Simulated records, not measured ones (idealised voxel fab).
Herein follows the process module entitled voxel transistor to metal.
Section cut is 195 nm wide and gridded with 5 nm square cells.
The cross-sections in this document take the form of a grid made of square cells. They are written out as bands, in order from top to bottom. Each band consists of one or more rows of cells.
Top, bottom (nm), then materials left to right with widths (nm); lone material tagged "all across" fills the whole band edge to edge; "blank" = empty space.
All heights in this document are referenced to 0, defined as the level beneath which the wafer, as received, consists entirely of one material. The lowest band is not bounded below; it extends indefinitely downward and is written in the form "0..down".
Per-row width for "30 to 40": begins at first number (top row of band), ends at second number (bottom row), increment between rows held constant.
"left unchanged", as given for a step, is the statement that not any cell of the cross-section underwent a change during that step.
Voids not open to the top, 8 cells minimum: see "Completely enclosed voids". Written width x height at distance; distance is from the left edge; nm.
Post-settings text on a step line: simulator's own remark regarding the step.
What "overlay nm" on a step's line means: if the step has a mask, that mask lay this far to the right of its planned place, or, when the value is negative, to the left.
This section lists the process steps that were planned
step 1: RECEIVE (material Si)
step 2: CONFORMAL_DEP (material SiO2; thk nm 5)
step 3: CONFORMAL_DEP (material SiN; thk nm 10)
step 4: PATTERN (tone cover; mask id ACTIVE; material resist; width nm 125; thk nm 15; overlay nm 0)
step 5: DIRECTIONAL_ETCH (etch materials SiN; depth nm 10)
step 6: DIRECTIONAL_ETCH (etch materials SiO2; depth nm 5)
step 7: DIRECTIONAL_ETCH (etch materials Si; depth nm 20)
step 8: STRIP (etch materials resist)
step 9: OXIDIZE (depth nm 5)
step 10: FILL_DEP (material SiO2; thk nm 5)
step 11: CMP (height nm 15)
step 12: SELECTIVE_ETCH (etch materials SiO2; depth nm 10)
step 13: STRIP (etch materials SiN)
step 14: SELECTIVE_ETCH (etch materials SiO2; depth nm 5)
step 15: OXIDIZE (depth nm 5)
step 16: DIRECTIONAL_DEP (material polySi; thk nm 30)
step 17: DIRECTIONAL_DEP (material SiCN; thk nm 15)
step 18: PATTERN (tone cover; mask id GATE; material resist; width nm 35; thk nm 15; overlay nm 0)
step 19: DIRECTIONAL_ETCH (etch materials SiCN; depth nm 25)
step 20: DIRECTIONAL_ETCH (etch materials polySi; depth nm 40)
step 21: STRIP (etch materials resist)
step 22: CONFORMAL_DEP (material SiO2; thk nm 5)
step 23: DIRECTIONAL_ETCH (etch materials SiO2; depth nm 5)
step 24: CONFORMAL_DEP (material SiN; thk nm 5)
step 25: DIRECTIONAL_ETCH (etch materials SiN; depth nm 5)
step 26: DIRECTIONAL_ETCH (etch materials SiO2; depth nm 5)
step 27: DIRECTIONAL_ETCH (etch materials Si; depth nm 15)
step 28: EPI (material SiGe; thk nm 20)
step 29: FILL_DEP (material SiO2; thk nm 5)
step 30: CMP (height nm 30)
step 31: STRIP (etch materials polySi)
step 32: SELECTIVE_ETCH (etch materials SiO2; depth nm 5)
step 33: CONFORMAL_DEP (material HfO2; thk nm 5)
step 34: CONFORMAL_DEP (material TiN; thk nm 5)
step 35: FILL_DEP (material W; thk nm 10)
step 36: CMP (height nm 25)
step 37: DIRECTIONAL_DEP (material SiO2; thk nm 10)
step 38: DIRECTIONAL_DEP (material aC; thk nm 15)
step 39: PATTERN (tone open; mask id CONTACT; material resist; width nm 15; pitch nm 90; thk nm 30; overlay nm 0)
step 40: DIRECTIONAL_ETCH (etch materials aC; depth nm 15)
step 41: STRIP (etch materials resist)
step 42: DIRECTIONAL_ETCH (etch materials SiO2; depth nm 35)
step 43: STRIP (etch materials aC)
step 44: CONFORMAL_DEP (material TiN; thk nm 5)
step 45: FILL_DEP (material Ru; thk nm 5)
step 46: CMP (height nm 35)
step 47: DIRECTIONAL_DEP (material TiN; thk nm 5)
step 48: DIRECTIONAL_DEP (material W; thk nm 15)
step 49: PATTERN (tone cover; mask id METAL_1; material resist; width nm 15; pitch nm 90; thk nm 15; overlay nm 0)
step 50: DIRECTIONAL_ETCH (etch materials W; depth nm 15)
step 51: DIRECTIONAL_ETCH (etch materials TiN; depth nm 5)
step 52: STRIP (etch materials resist)
step 53: FILL_DEP (material lowk; thk nm 10)
step 54: CMP (height nm 55)
step 55: CONFORMAL_DEP (material SiN; thk nm 5)
This is the cross-section of the wafer as we received it, i.e. after step 1
- 0..down: Si all across
- Completely enclosed voids: none
The plan above was carried out on the starting structure above with one mistake, and this cross-section shows the wafer at the end of the module
- 60..55: SiN all across
- 55..40: 45 of lowk  15 of W  75 of lowk  15 of W  45 of lowk
- 40..35: 45 of lowk  15 of TiN  75 of lowk  15 of TiN  45 of lowk
- 35..25: 45 of SiO2  5 of TiN  5 of Ru  5 of TiN  75 of SiO2  5 of TiN  5 of Ru  5 of TiN  45 of SiO2
- 25..20: 45 of SiO2  5 of TiN  5 of Ru  5 of TiN  10 of SiO2  5 of SiN  5 of HfO2  5 of TiN  25 of W  5 of TiN  5 of HfO2  5 of SiN  10 of SiO2  5 of TiN  5 of Ru  5 of TiN  45 of SiO2
- 20..15: 45 of SiO2  15 of TiN  10 of SiO2  5 of SiN  5 of HfO2  5 of TiN  25 of W  5 of TiN  5 of HfO2  5 of SiN  10 of SiO2  15 of TiN  45 of SiO2
- 15..5: 45 of SiO2  5 of TiN  20 of SiGe  5 of SiN  5 of HfO2  5 of TiN  25 of W  5 of TiN  5 of HfO2  5 of SiN  20 of SiGe  5 of TiN  45 of SiO2
- 5..0: 45 of SiO2  5 of TiN  20 of SiGe  5 of SiN  5 of HfO2  35 of TiN  5 of HfO2  5 of SiN  20 of SiGe  5 of TiN  45 of SiO2
- 0..-5: 35 of SiO2  35 of SiGe  5 of SiO2  45 of HfO2  5 of SiO2  35 of SiGe  35 of SiO2
- -5..-20: 40 of SiO2  30 of SiGe  55 of Si  30 of SiGe  40 of SiO2
- -20..-45: 40 of SiO2  115 of Si  40 of SiO2
- -45..down: Si all across
- Completely enclosed voids: none
Misprocessing identified: yeah, plan step 7 got run twice
